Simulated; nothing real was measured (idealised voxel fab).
The name of this process module is voxel plated lines.
Cross-section cut spans 285 nm and uses square cells 5 nm in size.
When this document writes out a cross-section, it uses a grid of square cells and lists it as bands, beginning at the top and moving down, with a band standing for one or more rows of cells. Band: top height; bottom height; in nm. Then, left to right: material with width in nm, for each material. "all across": a single material spanning edge to edge. "empty": empty space. Heights are reckoned from 0. Under this level, the received wafer is all of one material. The bottommost band is open-ended downward, for example "0 down". A width such as "30..40" changes by the same amount from each row of cells to the next, from the band's top row to its bottom row. It should be understood that the words "no modifications", when stated for a given step, signify that the cross-section underwent no change in any of its cells during that step. Look at "Internal closed voids" for the closed voids: empty spaces with no open path to the top, sized 8 cells or up. Each is width x height at distance, distance from the left edge, all nm. Where a step's line continues beyond its settings, the continuation is a remark by the simulator itself on that step. For masked steps, "overlay nm" on the step line gives how far right of plan the mask actually lay; a minus sign means it lay to the left.

The process steps that were planned are listed below:
1 RECEIVE (material Si)
2 CONFORMAL_DEP (material SiN; thk nm 10)
3 DIRECTIONAL_DEP (material TiN; thk nm 5)
4 PATTERN (tone open; mask id LINES; material resist; width nm 30; pitch nm 60; thk nm 15; overlay nm 0)
5 EPI (material Ru; thk nm 10)
6 STRIP (etch materials resist)
7 DIRECTIONAL_ETCH (etch materials TiN; depth nm 5)
8 CONFORMAL_DEP (material SiN; thk nm 10)

As-received state of the wafer in cross-section, equivalent to post-step 1:
  0 down: Si all across
  Internal closed voids: none

Cross-section, first of two wafers, end of module, run as planned:
  35 to 25: empty=85 / SiN=50 / empty=10 / SiN=50 / empty=90
  25 to 20: empty=85 / SiN=10 / Ru=30 / SiN=10 / empty=10 / SiN=10 / Ru=30 / SiN=10 / empty=90
  20 to 15: SiN=95 / Ru=30 / SiN=30 / Ru=30 / SiN=100
  15 to 10: SiN=95 / TiN=30 / SiN=30 / TiN=30 / SiN=100
  10 to 0: SiN all across
  0 down: Si all across
  Internal closed voids: none

End of module, second wafer, cross-section. Started like the first, planned like the first, run with one mistake:
  35 to 25: empty=90 / SiN=45 / empty=15 / SiN=45 / empty=90
  25 to 20: empty=90 / SiN=10 / Ru=25 / SiN=10 / empty=15 / SiN=10 / Ru=25 / SiN=10 / empty=90
  20 to 15: SiN=100 / Ru=25 / SiN=35 / Ru=25 / SiN=100
  15 to 10: SiN=100 / TiN=25 / SiN=35 / TiN=25 / SiN=100
  10 to 0: SiN all across
  0 down: Si all across
  Internal closed voids: none
So what did we get wrong on this run? off-plan run, step 4, actual operation and settings PATTERN (tone open; mask id LINES; material resist; width nm 25; pitch nm 60; thk nm 15; overlay nm 0)
Wrapping up, a cell-based count of both wafers puts the second over or under the first for these materials: 4 fewer of Ru; 2 fewer of TiN
